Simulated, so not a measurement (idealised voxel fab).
Title: Process Module voxel transistor to metal
Cross-section cut spans 175 nm and uses square cells 5 nm in size.
Square cells in a grid make up a cross-section in this document, and the grid is given as bands, listed from the top down, each one or more rows of cells.
A band entry consists of two parts. The first gives the height of the band's top and the height of its bottom, in nm. The rest lists the band's materials from left to right, each with its width in nm. A single material labelled with the word "edge to edge" fills the band from edge to edge, and the word "air" marks empty space.
Measure heights from 0. That's the level where, below it, the as-received wafer is all one material. The lowest band is bottomless and extends downward; write it as in "0 -> down".
Think of "30->40" as a width that walks from the first number to the second as you go down the band, top row to bottom row, taking equal-sized steps from row to row.
Where a step carries "same as before", the cross-section came out of it unchanged, cell for cell.
"Listed closed voids" specifies each empty space that is not open to the top and that occupies no fewer than 8 cells, using the form width x height at distance, the distance measured from the left edge and all three quantities in nm.
The remark found on a step's line after its settings is issued by the simulator itself and pertains to that step.
overlay nm: mask right of planned place by this much (step with mask). Neg. = left.

**The steps planned for the process are as follows**
| 1 | RECEIVE, material Si |
| 2 | CONFORMAL_DEP, material SiO2, thk nm 5 |
| 3 | CONFORMAL_DEP, material SiN, thk nm 10 |
| 4 | DIRECTIONAL_DEP, material aC, thk nm 15 |
| 5 | PATTERN, tone cover, mask id ACTIVE, material resist, width nm 115, thk nm 35, overlay nm 0 |
| 6 | DIRECTIONAL_ETCH, etch materials aC, depth nm 15 |
| 7 | STRIP, etch materials resist |
| 8 | DIRECTIONAL_ETCH, etch materials SiN, depth nm 10 |
| 9 | DIRECTIONAL_ETCH, etch materials SiO2, depth nm 5 |
| 10 | DIRECTIONAL_ETCH, etch materials Si, depth nm 35 |
| 11 | STRIP, etch materials aC |
| 12 | OXIDIZE, depth nm 5 |
| 13 | FILL_DEP, material SiO2, thk nm 10 |
| 14 | CMP, height nm 15 |
| 15 | SELECTIVE_ETCH, etch materials SiO2, depth nm 5 |
| 16 | STRIP, etch materials SiN |
| 17 | SELECTIVE_ETCH, etch materials SiO2, depth nm 5 |
| 18 | OXIDIZE, depth nm 5 |
| 19 | DIRECTIONAL_DEP, material polySi, thk nm 30 |
| 20 | DIRECTIONAL_DEP, material SiCN, thk nm 10 |
| 21 | DIRECTIONAL_DEP, material aC, thk nm 15 |
| 22 | PATTERN, tone cover, mask id GATE, material resist, width nm 25, thk nm 30, overlay nm 0 |
| 23 | DIRECTIONAL_ETCH, etch materials aC, depth nm 15 |
| 24 | STRIP, etch materials resist |
| 25 | DIRECTIONAL_ETCH, etch materials SiCN, depth nm 20 |
| 26 | DIRECTIONAL_ETCH, etch materials polySi, depth nm 40 |
| 27 | STRIP, etch materials aC |
| 28 | CONFORMAL_DEP, material SiN, thk nm 10 |
| 29 | DIRECTIONAL_ETCH, etch materials SiN, depth nm 10 |
| 30 | DIRECTIONAL_ETCH, etch materials SiO2, depth nm 5 |
| 31 | DIRECTIONAL_ETCH, etch materials Si, depth nm 5 |
| 32 | EPI, material pSi, thk nm 5 |
| 33 | FILL_DEP, material SiO2, thk nm 5 |
| 34 | CMP, height nm 30 |
| 35 | STRIP, etch materials polySi |
| 36 | SELECTIVE_ETCH, etch materials SiO2, depth nm 5 |
| 37 | CONFORMAL_DEP, material HfO2, thk nm 5 |
| 38 | CONFORMAL_DEP, material TiN, thk nm 5 |
| 39 | FILL_DEP, material W, thk nm 10 |
| 40 | CMP, height nm 25 |
| 41 | DIRECTIONAL_DEP, material SiO2, thk nm 15 |
| 42 | DIRECTIONAL_DEP, material aC, thk nm 15 |
| 43 | PATTERN, tone open, mask id CONTACT, material resist, width nm 15, pitch nm 80, thk nm 35, overlay nm 0 |
| 44 | DIRECTIONAL_ETCH, etch materials aC, depth nm 15 |
| 45 | STRIP, etch materials resist |
| 46 | DIRECTIONAL_ETCH, etch materials SiO2, depth nm 45 |
| 47 | STRIP, etch materials aC |
| 48 | CONFORMAL_DEP, material TiN, thk nm 5 |
| 49 | FILL_DEP, material Ru, thk nm 10 |
| 50 | CMP, height nm 40 |
| 51 | DIRECTIONAL_DEP, material TiN, thk nm 5 |
| 52 | DIRECTIONAL_DEP, material W, thk nm 15 |
| 53 | MASKED_ETCH, tone cover, mask id METAL_1, width nm 15, pitch nm 80, etch materials W, depth nm 15, overlay nm 0 |
| 54 | MASKED_ETCH, tone cover, mask id METAL_1, width nm 15, pitch nm 80, etch materials TiN, depth nm 5, overlay nm 0 |
| 55 | CONFORMAL_DEP, material SiN, thk nm 5 |
| 56 | FILL_DEP, material SiO2, thk nm 10 |
| 57 | CMP, height nm 60 |
| 58 | CONFORMAL_DEP, material SiCN, thk nm 5 |

**Here's what the wafer looked like in cross-section when it arrived - that's after step 1**
0 -> down: Si edge to edge
Listed closed voids: none

**Sectioned view, first of two wafers, at the close of the module, processed as intended in the plan**
65 -> 60: SiCN edge to edge
60 -> 45: SiO2 35 nm  SiN 5 nm  W 15 nm  SiN 5 nm  SiO2 55 nm  SiN 5 nm  W 15 nm  SiN 5 nm  SiO2 35 nm
45 -> 40: SiN 40 nm  TiN 15 nm  SiN 65 nm  TiN 15 nm  SiN 40 nm
40 -> 25: SiO2 40 nm  TiN 5 nm  Ru 5 nm  TiN 5 nm  SiO2 65 nm  TiN 5 nm  Ru 5 nm  TiN 5 nm  SiO2 40 nm
25 -> 5: SiO2 40 nm  TiN 5 nm  Ru 5 nm  TiN 5 nm  SiO2 10 nm  SiN 10 nm  HfO2 5 nm  TiN 5 nm  W 5 nm  TiN 5 nm  HfO2 5 nm  SiN 10 nm  SiO2 10 nm  TiN 5 nm  Ru 5 nm  TiN 5 nm  SiO2 40 nm
5 -> 0: SiO2 25 nm  SiN 10 nm  SiO2 5 nm  TiN 5 nm  Ru 5 nm  TiN 5 nm  SiO2 10 nm  SiN 10 nm  HfO2 5 nm  TiN 15 nm  HfO2 5 nm  SiN 10 nm  SiO2 10 nm  TiN 5 nm  Ru 5 nm  TiN 5 nm  SiO2 5 nm  SiN 10 nm  SiO2 25 nm
0 -> -5: SiO2 40 nm  TiN 15 nm  SiO2 5 nm  pSi 5 nm  SiO2 5 nm  HfO2 35 nm  SiO2 5 nm  pSi 5 nm  SiO2 5 nm  TiN 15 nm  SiO2 40 nm
-5 -> -10: SiO2 35 nm  pSi 30 nm  Si 45 nm  pSi 30 nm  SiO2 35 nm
-10 -> -40: SiO2 35 nm  Si 105 nm  SiO2 35 nm
-40 -> down: Si edge to edge
Listed closed voids: none

**Second wafer through the module, sectioned at the end: same beginning and same plan as the first wafer, with one mistake in carrying it out**
65 -> 60: SiCN edge to edge
60 -> 45: SiO2 35 nm  SiN 5 nm  W 15 nm  SiN 5 nm  SiO2 55 nm  SiN 5 nm  W 15 nm  SiN 5 nm  SiO2 35 nm
45 -> 40: SiN 40 nm  TiN 15 nm  SiN 65 nm  TiN 15 nm  SiN 40 nm
40 -> 25: SiO2 40 nm  TiN 5 nm  Ru 5 nm  TiN 5 nm  SiO2 65 nm  TiN 5 nm  Ru 5 nm  TiN 5 nm  SiO2 40 nm
25 -> 5: SiO2 40 nm  TiN 5 nm  Ru 5 nm  TiN 5 nm  SiO2 10 nm  SiN 10 nm  HfO2 5 nm  TiN 5 nm  W 5 nm  TiN 5 nm  HfO2 5 nm  SiN 10 nm  SiO2 10 nm  TiN 5 nm  Ru 5 nm  TiN 5 nm  SiO2 40 nm
5 -> 0: SiO2 30 nm  SiN 10 nm  TiN 5 nm  Ru 5 nm  TiN 5 nm  SiO2 10 nm  SiN 10 nm  HfO2 5 nm  TiN 15 nm  HfO2 5 nm  SiN 10 nm  SiO2 10 nm  TiN 5 nm  Ru 5 nm  TiN 5 nm  SiN 10 nm  SiO2 30 nm
0 -> -5: SiO2 40 nm  TiN 15 nm  SiO2 5 nm  pSi 5 nm  SiO2 5 nm  HfO2 35 nm  SiO2 5 nm  pSi 5 nm  SiO2 5 nm  TiN 15 nm  SiO2 40 nm
-5 -> -10: SiO2 40 nm  pSi 25 nm  Si 45 nm  pSi 25 nm  SiO2 40 nm
-10 -> -40: SiO2 40 nm  Si 95 nm  SiO2 40 nm
-40 -> down: Si edge to edge
Listed closed voids: none
Here's what went sideways: step 5: run off-plan, actual operation and settings PATTERN, tone cover, mask id ACTIVE, material resist, width nm 105, thk nm 35, overlay nm 0
Per the end-of-run cell counts, the second wafer holds more or fewer of some materials than the first: 12 fewer of Si | 14 more of SiO2 | 2 fewer of pSi
